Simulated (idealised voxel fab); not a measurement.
A process module follows: voxel gate over fins.
Displayed cross-section: cut, width of 280 nm, square cells sized 5 nm.
Format of a cross-section: grid, square cells. Given as bands. Order: top down. Band: one or more rows of cells. A band entry consists of two parts. The first gives the height of the band's top and the height of its bottom, in nm. The rest lists the band's materials from left to right, each with its width in nm. A single material labelled with the word "edge to edge" fills the band from edge to edge, and the word "air" marks empty space. Ref level 0: as-received wafer is one material below here. Bottom band extends down with no lower bound ("0..down"). The notation "30..40" denotes a width that varies across the rows of cells in the band, beginning at the first number in the top row, finishing at the second number in the bottom row, and changing by an identical amount from each row to the next. "nothing altered" -> step changed no cross-section cell. Closed-off voids of 8+ cells (no open route to the top) go in "Closed void list", written width x height at distance from the left edge, in nm. Formally, on a step line, whatever follows the settings is a remark that the simulator itself makes on the step. The "overlay nm" setting may appear on a step's line; for a step that uses a mask, it gives how far to the right of its planned position the mask lay, and a negative value indicates the left.
# plan
1: op RECEIVE | material Si
2: op CONFORMAL_DEP | material SiN | thk nm 5
3: op DIRECTIONAL_DEP | material aC | thk nm 10
4: op PATTERN | tone cover | mask id FINS | material resist | width nm 15 | pitch nm 45 | thk nm 25 | overlay nm 0
5: op DIRECTIONAL_ETCH | etch materials aC | depth nm 10
6: op STRIP | etch materials resist
7: op DIRECTIONAL_ETCH | etch materials SiN | depth nm 5
8: op DIRECTIONAL_ETCH | etch materials Si | depth nm 30
9: op STRIP | etch materials aC
10: op FILL_DEP | material SiO2 | thk nm 10
11: op CMP | height nm 5
12: op SELECTIVE_ETCH | etch materials SiO2 | depth nm 20
13: op STRIP | etch materials SiN
14: op CONFORMAL_DEP | material HfO2 | thk nm 5
15: op CONFORMAL_DEP | material TiN | thk nm 5
16: op CONFORMAL_DEP | material TiAl | thk nm 5
17: op CONFORMAL_DEP | material TiN | thk nm 5
18: op FILL_DEP | material W | thk nm 10
19: op CMP | height nm 25
20: op CONFORMAL_DEP | material SiCN | thk nm 10
# Cross-section: wafer on arrival = after step 1
* 0..down | Si edge to edge
* Closed void list: none
# Cross-sectional view of the first of the two wafers upon completion of the module, processed in accordance with the plan
* 35..25 | SiCN edge to edge
* 25..20 | W edge to edge
* 20..15 | W (45); TiN (190); W (45)
* 15..10 | W (45); TiN (5); TiAl (180); TiN (5); W (45)
* 10..5 | W (45); TiN (5); TiAl (5); TiN (35); TiAl (10); TiN (35); TiAl (10); TiN (35); TiAl (10); TiN (35); TiAl (5); TiN (5); W (45)
* 5..0 | TiN (50); TiAl (5); TiN (5); HfO2 (25); TiN (5); TiAl (10); TiN (5); HfO2 (25); TiN (5); TiAl (10); TiN (5); HfO2 (25); TiN (5); TiAl (10); TiN (5); HfO2 (25); TiN (5); TiAl (5); TiN (50)
* 0..-5 | TiAl (55); TiN (5); HfO2 (5); Si (15); HfO2 (5); TiN (5); TiAl (10); TiN (5); HfO2 (5); Si (15); HfO2 (5); TiN (5); TiAl (10); TiN (5); HfO2 (5); Si (15); HfO2 (5); TiN (5); TiAl (10); TiN (5); HfO2 (5); Si (15); HfO2 (5); TiN (5); TiAl (55)
* -5..-10 | TiN (60); HfO2 (5); Si (15); HfO2 (5); TiN (20); HfO2 (5); Si (15); HfO2 (5); TiN (20); HfO2 (5); Si (15); HfO2 (5); TiN (20); HfO2 (5); Si (15); HfO2 (5); TiN (60)
* -10..-15 | HfO2 (65); Si (15); HfO2 (30); Si (15); HfO2 (30); Si (15); HfO2 (30); Si (15); HfO2 (65)
* -15..-30 | SiO2 (65); Si (15); SiO2 (30); Si (15); SiO2 (30); Si (15); SiO2 (30); Si (15); SiO2 (65)
* -30..down | Si edge to edge
* Closed void list: none
# Cross-section, wafer two of two, end of module: same start and plan as wafer one, one error in execution
* 35..25 | SiCN edge to edge
* 25..15 | W edge to edge
* 15..10 | W (50); TiN (180); W (50)
* 10..5 | W (50); TiN (5); TiAl (35); TiN (10); TiAl (35); TiN (10); TiAl (35); TiN (10); TiAl (35); TiN (5); W (50)
* 5..0 | W (50); TiN (5); TiAl (5); HfO2 (25); TiAl (5); TiN (10); TiAl (5); HfO2 (25); TiAl (5); TiN (10); TiAl (5); HfO2 (25); TiAl (5); TiN (10); TiAl (5); HfO2 (25); TiAl (5); TiN (5); W (50)
* 0..-5 | TiN (55); TiAl (5); HfO2 (5); Si (15); HfO2 (5); TiAl (5); TiN (10); TiAl (5); HfO2 (5); Si (15); HfO2 (5); TiAl (5); TiN (10); TiAl (5); HfO2 (5); Si (15); HfO2 (5); TiAl (5); TiN (10); TiAl (5); HfO2 (5); Si (15); HfO2 (5); TiAl (5); TiN (55)
* -5..-10 | TiAl (60); HfO2 (5); Si (15); HfO2 (5); TiAl (20); HfO2 (5); Si (15); HfO2 (5); TiAl (20); HfO2 (5); Si (15); HfO2 (5); TiAl (20); HfO2 (5); Si (15); HfO2 (5); TiAl (60)
* -10..-15 | HfO2 (65); Si (15); HfO2 (30); Si (15); HfO2 (30); Si (15); HfO2 (30); Si (15); HfO2 (65)
* -15..-30 | SiO2 (65); Si (15); SiO2 (30); Si (15); SiO2 (30); Si (15); SiO2 (30); Si (15); SiO2 (65)
* -30..down | Si edge to edge
* Closed void list: none
What went wrong in running the wafer? step 15 of the plan was excluded from execution and never run
Cell-count delta at end, second wafer over first, by material: TiN: 62 fewer; W: 62 more
